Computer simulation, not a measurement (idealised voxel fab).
The process module that follows is named voxel self aligned vias.
Each square cell in cross-section cut measures 5 nm, and the section as a whole is 205 nm wide.
Heads up, the way a cross-section reads in here is a grid of square cells, handed over as bands from the top down, with every band being one or more rows of cells.
It is stipulated that each band's entry specify, in nanometres, the height of the top of the band and then that of its bottom, followed by the materials of the band in left-to-right sequence, each together with its width in nanometres. A single material marked by the word "full width" is understood to fill the band from edge to edge; the word "air" is understood to denote empty space.
It should be noted that heights are counted from 0, beneath which the wafer as supplied is of one material throughout, and that the lowest band possesses no lower boundary but continues downward, as written in "0 and below".
The two numbers in a width such as "30..40" mark its ends across the band: the first belongs to the top row of cells, the second to the bottom row, and from each row to the next the width moves by the same amount.
Step marked "nothing different"? Then no cell in the cross-section changed in it.
Under "Entrapped void list" you'll find the enclosed gaps, the ones with no way out to the top, that are 8 cells or bigger; each reads width x height at distance, with distance counted from the left edge, everything in nm.
The remark found on a step's line after its settings is issued by the simulator itself and pertains to that step.
"overlay nm" on a masked step: distance the mask lay right of its planned place, negative for left.

# Below is the list of planned process steps
1) op RECEIVE | material Si
2) op CONFORMAL_DEP | material SiO2 | thk nm 10
3) op CONFORMAL_DEP | material SiCN | thk nm 5
4) op DIRECTIONAL_DEP | material lowk | thk nm 30
5) op DIRECTIONAL_DEP | material aC | thk nm 10
6) op PATTERN | tone open | mask id LINES | material resist | width nm 25 | pitch nm 60 | thk nm 25 | overlay nm 0
7) op DIRECTIONAL_ETCH | etch materials aC | depth nm 10
8) op STRIP | etch materials resist
9) op DIRECTIONAL_ETCH | etch materials lowk | depth nm 30
10) op STRIP | etch materials aC
11) op CONFORMAL_DEP | material TiN | thk nm 5
12) op FILL_DEP | material W | thk nm 5
13) op CMP | height nm 45
14) op SELECTIVE_ETCH | etch materials W Ru TiN | depth nm 10
15) op FILL_DEP | material SiN | thk nm 10
16) op CMP | height nm 45
17) op DIRECTIONAL_DEP | material lowk | thk nm 15
18) op PATTERN | tone open | mask id VIAS | material resist | width nm 45 | pitch nm 60 | thk nm 15 | overlay nm 0
19) op DIRECTIONAL_ETCH | etch materials lowk | depth nm 15
20) op DIRECTIONAL_ETCH | etch materials SiN | depth nm 10
21) op STRIP | etch materials resist
22) op CONFORMAL_DEP | material TiN | thk nm 5
23) op FILL_DEP | material Ru | thk nm 10
24) op CMP | height nm 60
25) op CONFORMAL_DEP | material SiN | thk nm 5

# Step 1 complete: cross-section of the wafer as received
> 0 and below  Si full width
> Entrapped void list: none

# End-of-module cross-section of the first of two wafers, processed as planned
> 65 down to 60  SiN full width
> 60 down to 50  lowk (50), then TiN (5), then Ru (35), then TiN (5), then lowk (15), then TiN (5), then Ru (35), then TiN (5), then lowk (50)
> 50 down to 40  lowk (50..60), then TiN (15..5), then Ru (15), then TiN (15..5), then lowk (15..35), then TiN (15..5), then Ru (15), then TiN (15..5), then lowk (50..60)
> 40 down to 35  lowk (60), then TiN (25), then lowk (35), then TiN (25), then lowk (60)
> 35 down to 20  lowk (60), then TiN (5), then W (15), then TiN (5), then lowk (35), then TiN (5), then W (15), then TiN (5), then lowk (60)
> 20 down to 15  lowk (60), then TiN (25), then lowk (35), then TiN (25), then lowk (60)
> 15 down to 10  SiCN full width
> 10 down to 0  SiO2 full width
> 0 and below  Si full width
> Entrapped void list: none

# The second wafer, shown in cross-section after the module: started the same way as the first and given the same plan, yet one mistake crept into how it was run
> 65 down to 60  SiN full width
> 60 down to 45  lowk (50), then TiN (5), then Ru (35), then TiN (5), then lowk (15), then TiN (5), then Ru (35), then TiN (5), then lowk (50)
> 45 down to 40  lowk (50), then TiN (15), then Ru (15), then TiN (15), then lowk (15), then TiN (15), then Ru (15), then TiN (15), then lowk (50)
> 40 down to 35  lowk (60), then TiN (25), then lowk (35), then TiN (25), then lowk (60)
> 35 down to 20  lowk (60), then TiN (5), then W (15), then TiN (5), then lowk (35), then TiN (5), then W (15), then TiN (5), then lowk (60)
> 20 down to 15  lowk (60), then TiN (25), then lowk (35), then TiN (25), then lowk (60)
> 15 down to 10  SiCN full width
> 10 down to 0  SiO2 full width
> 0 and below  Si full width
> Entrapped void list: none
Finding, execution versus plan: step 19 deviated from plan and actually ran as op DIRECTIONAL_ETCH | etch materials lowk | depth nm 20
Per the end-of-run cell counts, the second wafer holds more or fewer of some materials than the first: +8 Ru | -8 lowk
